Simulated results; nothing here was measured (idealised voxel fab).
Process module in this document: voxel transistor to metal
Cross-section cut spans 180 nm and uses square cells 5 nm in size.
Each cross-section below is a grid of square cells, stated as bands in top-down order, with one or more rows of cells making up each band. Band entry format. Leading values: height of top, height of bottom, nm. Remainder: materials in left-to-right order, each with its width in nm. Special words: "all across" on a single material, which then fills the band edge to edge; "blank", empty space. The reference from which all heights are counted is 0, the level beneath which the as-received wafer is entirely one material; the lowest band, having no lower bound, proceeds downward and is written after the example "0 nm and below". The width entry "30->40" should be interpreted row by row: the top row of cells in the band takes the first number, the bottom row takes the second number, and the change between adjacent rows is uniform throughout. Take "no change" at face value: in the step it is given for, the cross-section changed in none of its cells. Closed voids list: empty space of 8 cells or more with no open way to the top, each as width x height at its distance from the left edge, in nm. Text after the settings on a step's line: the simulator's own remark on that step. When a step includes a mask, the "overlay nm" setting on its line states how far to the right of its planned place that mask lay, and negative values state how far to the left.

Listed below are the process steps as planned
1: RECEIVE: material Si
2: OXIDIZE: depth nm 5
3: CONFORMAL_DEP: material SiN, thk nm 15
4: DIRECTIONAL_DEP: material aC, thk nm 10
5: PATTERN: tone cover, mask id ACTIVE, material resist, width nm 100, thk nm 25, overlay nm 0
6: DIRECTIONAL_ETCH: etch materials aC, depth nm 10
7: STRIP: etch materials resist
8: DIRECTIONAL_ETCH: etch materials SiN, depth nm 15
9: DIRECTIONAL_ETCH: etch materials SiO2, depth nm 5
10: DIRECTIONAL_ETCH: etch materials Si, depth nm 30
11: STRIP: etch materials aC
12: FILL_DEP: material SiO2, thk nm 5
13: CMP: height nm 15
14: SELECTIVE_ETCH: etch materials SiO2, depth nm 15
15: STRIP: etch materials SiN
16: SELECTIVE_ETCH: etch materials SiO2, depth nm 5
17: OXIDIZE: depth nm 5
18: DIRECTIONAL_DEP: material polySi, thk nm 30
19: DIRECTIONAL_DEP: material SiCN, thk nm 15
20: PATTERN: tone cover, mask id GATE, material resist, width nm 20, thk nm 20, overlay nm 0
21: DIRECTIONAL_ETCH: etch materials SiCN, depth nm 25
22: DIRECTIONAL_ETCH: etch materials polySi, depth nm 40
23: STRIP: etch materials resist
24: CONFORMAL_DEP: material SiO2, thk nm 5
25: DIRECTIONAL_ETCH: etch materials SiO2, depth nm 5
26: CONFORMAL_DEP: material SiN, thk nm 10
27: DIRECTIONAL_ETCH: etch materials SiN, depth nm 10
28: DIRECTIONAL_ETCH: etch materials SiO2, depth nm 5
29: EPI: material SiGe, thk nm 5
30: FILL_DEP: material SiO2, thk nm 10
31: CMP: height nm 40
32: DIRECTIONAL_DEP: material SiO2, thk nm 15
33: MASKED_ETCH: tone open, mask id CONTACT, width nm 30, pitch nm 60, etch materials SiO2, depth nm 60, overlay nm 0
34: CONFORMAL_DEP: material TiN, thk nm 5
35: FILL_DEP: material W, thk nm 10
36: CMP: height nm 55
37: CONFORMAL_DEP: material SiCN, thk nm 5
38: DIRECTIONAL_DEP: material lowk, thk nm 20
39: MASKED_ETCH: tone open, mask id METAL_1, width nm 15, pitch nm 75, etch materials lowk, depth nm 20, overlay nm 0
40: MASKED_ETCH: tone open, mask id METAL_1, width nm 15, pitch nm 75, etch materials SiCN, depth nm 5, overlay nm 0
41: CONFORMAL_DEP: material TiN, thk nm 5
42: FILL_DEP: material Cu, thk nm 5
43: CMP: height nm 80
44: EPI: material Ru, thk nm 5
45: FILL_DEP: material SiCN, thk nm 5
46: DIRECTIONAL_DEP: material lowk, thk nm 30
47: MASKED_ETCH: tone open, mask id METAL_2, width nm 15, pitch nm 75, etch materials lowk, depth nm 15, overlay nm 0
48: PATTERN: tone open, mask id METAL_2_HOLES, material resist, width nm 15, pitch nm 75, thk nm 20, overlay nm 0
49: DIRECTIONAL_ETCH: etch materials lowk, depth nm 15
50: DIRECTIONAL_ETCH: etch materials SiCN, depth nm 5
51: STRIP: etch materials resist
52: CONFORMAL_DEP: material TiN, thk nm 5
53: FILL_DEP: material Cu, thk nm 10
54: CMP: height nm 120
55: CONFORMAL_DEP: material SiCN, thk nm 5

Here's what the wafer looked like in cross-section when it arrived - that's after step 1
> 0 nm and below | Si all across
> Closed voids list: none

Module complete - cross-section of the first of two wafers, run according to plan
> 125 nm to 120 nm | SiCN all across
> 120 nm to 90 nm | 45 nm lowk, then 5 nm TiN, then 5 nm Cu, then 5 nm TiN, then 60 nm lowk, then 5 nm TiN, then 5 nm Cu, then 5 nm TiN, then 45 nm lowk
> 90 nm to 85 nm | 45 nm SiCN, then 15 nm TiN, then 60 nm SiCN, then 15 nm TiN, then 45 nm SiCN
> 85 nm to 80 nm | 40 nm SiCN, then 25 nm Ru, then 50 nm SiCN, then 25 nm Ru, then 40 nm SiCN
> 80 nm to 60 nm | 45 nm lowk, then 5 nm TiN, then 5 nm Cu, then 5 nm TiN, then 60 nm lowk, then 5 nm TiN, then 5 nm Cu, then 5 nm TiN, then 45 nm lowk
> 60 nm to 55 nm | 45 nm SiCN, then 15 nm TiN, then 60 nm SiCN, then 15 nm TiN, then 45 nm SiCN
> 55 nm to 45 nm | 45 nm SiO2, then 5 nm TiN, then 20 nm W, then 5 nm TiN, then 30 nm SiO2, then 5 nm TiN, then 20 nm W, then 5 nm TiN, then 45 nm SiO2
> 45 nm to 40 nm | 45 nm SiO2, then 5 nm TiN, then 10 nm W, then 15 nm TiN, then 30 nm SiO2, then 15 nm TiN, then 10 nm W, then 5 nm TiN, then 45 nm SiO2
> 40 nm to 25 nm | 45 nm SiO2, then 5 nm TiN, then 10 nm W, then 5 nm TiN, then 10 nm SiN, then 5 nm SiO2, then 20 nm SiCN, then 5 nm SiO2, then 10 nm SiN, then 5 nm TiN, then 10 nm W, then 5 nm TiN, then 45 nm SiO2
> 25 nm to 0 nm | 45 nm SiO2, then 5 nm TiN, then 10 nm W, then 5 nm TiN, then 10 nm SiN, then 5 nm SiO2, then 20 nm polySi, then 5 nm SiO2, then 10 nm SiN, then 5 nm TiN, then 10 nm W, then 5 nm TiN, then 45 nm SiO2
> 0 nm to -5 nm | 45 nm SiO2, then 20 nm TiN, then 10 nm SiN, then 5 nm SiO2, then 20 nm polySi, then 5 nm SiO2, then 10 nm SiN, then 20 nm TiN, then 45 nm SiO2
> -5 nm to -10 nm | 35 nm SiO2, then 30 nm SiGe, then 50 nm SiO2, then 30 nm SiGe, then 35 nm SiO2
> -10 nm to -35 nm | 40 nm SiO2, then 100 nm Si, then 40 nm SiO2
> -35 nm and below | Si all across
> Closed voids list: none

This cross-section belongs to the second wafer of two at the end of the module; the start and the plan were shared with the first, and the run included one mistake
> 125 nm to 120 nm | SiCN all across
> 120 nm to 90 nm | 45 nm lowk, then 5 nm TiN, then 5 nm Cu, then 5 nm TiN, then 60 nm lowk, then 5 nm TiN, then 5 nm Cu, then 5 nm TiN, then 45 nm lowk
> 90 nm to 85 nm | 45 nm SiCN, then 15 nm TiN, then 60 nm SiCN, then 15 nm TiN, then 45 nm SiCN
> 85 nm to 80 nm | 40 nm SiCN, then 25 nm Ru, then 50 nm SiCN, then 25 nm Ru, then 40 nm SiCN
> 80 nm to 60 nm | 45 nm lowk, then 5 nm TiN, then 5 nm Cu, then 5 nm TiN, then 60 nm lowk, then 5 nm TiN, then 5 nm Cu, then 5 nm TiN, then 45 nm lowk
> 60 nm to 55 nm | 45 nm SiCN, then 15 nm TiN, then 60 nm SiCN, then 15 nm TiN, then 45 nm SiCN
> 55 nm to 45 nm | 45 nm SiO2, then 5 nm TiN, then 25 nm W, then 5 nm TiN, then 25 nm SiO2, then 5 nm TiN, then 25 nm W, then 5 nm TiN, then 40 nm SiO2
> 45 nm to 40 nm | 45 nm SiO2, then 5 nm TiN, then 10 nm W, then 20 nm TiN, then 25 nm SiO2, then 15 nm TiN, then 15 nm W, then 5 nm TiN, then 40 nm SiO2
> 40 nm to 25 nm | 45 nm SiO2, then 5 nm TiN, then 10 nm W, then 5 nm TiN, then 10 nm SiN, then 5 nm TiN, then 20 nm SiCN, then 5 nm SiO2, then 10 nm SiN, then 5 nm TiN, then 15 nm W, then 5 nm TiN, then 40 nm SiO2
> 25 nm to 0 nm | 45 nm SiO2, then 5 nm TiN, then 10 nm W, then 5 nm TiN, then 10 nm SiN, then 5 nm TiN, then 20 nm polySi, then 5 nm SiO2, then 10 nm SiN, then 5 nm TiN, then 15 nm W, then 5 nm TiN, then 40 nm SiO2
> 0 nm to -5 nm | 45 nm SiO2, then 20 nm TiN, then 10 nm SiN, then 5 nm TiN, then 20 nm polySi, then 5 nm SiO2, then 10 nm SiN, then 25 nm TiN, then 40 nm SiO2
> -5 nm to -10 nm | 35 nm SiO2, then 30 nm SiGe, then 50 nm SiO2, then 30 nm SiGe, then 35 nm SiO2
> -10 nm to -35 nm | 40 nm SiO2, then 100 nm Si, then 40 nm SiO2
> -35 nm and below | Si all across
> Closed voids list: none
Which mistake was made when the wafer was run? step 33 ran as: MASKED_ETCH: tone open, mask id CONTACT, width nm 35, pitch nm 60, etch materials SiO2, depth nm 60, overlay nm 0
Wrapping up, a cell-based count of both wafers puts the second over or under the first for these materials: SiO2 -24; TiN +11; W +13
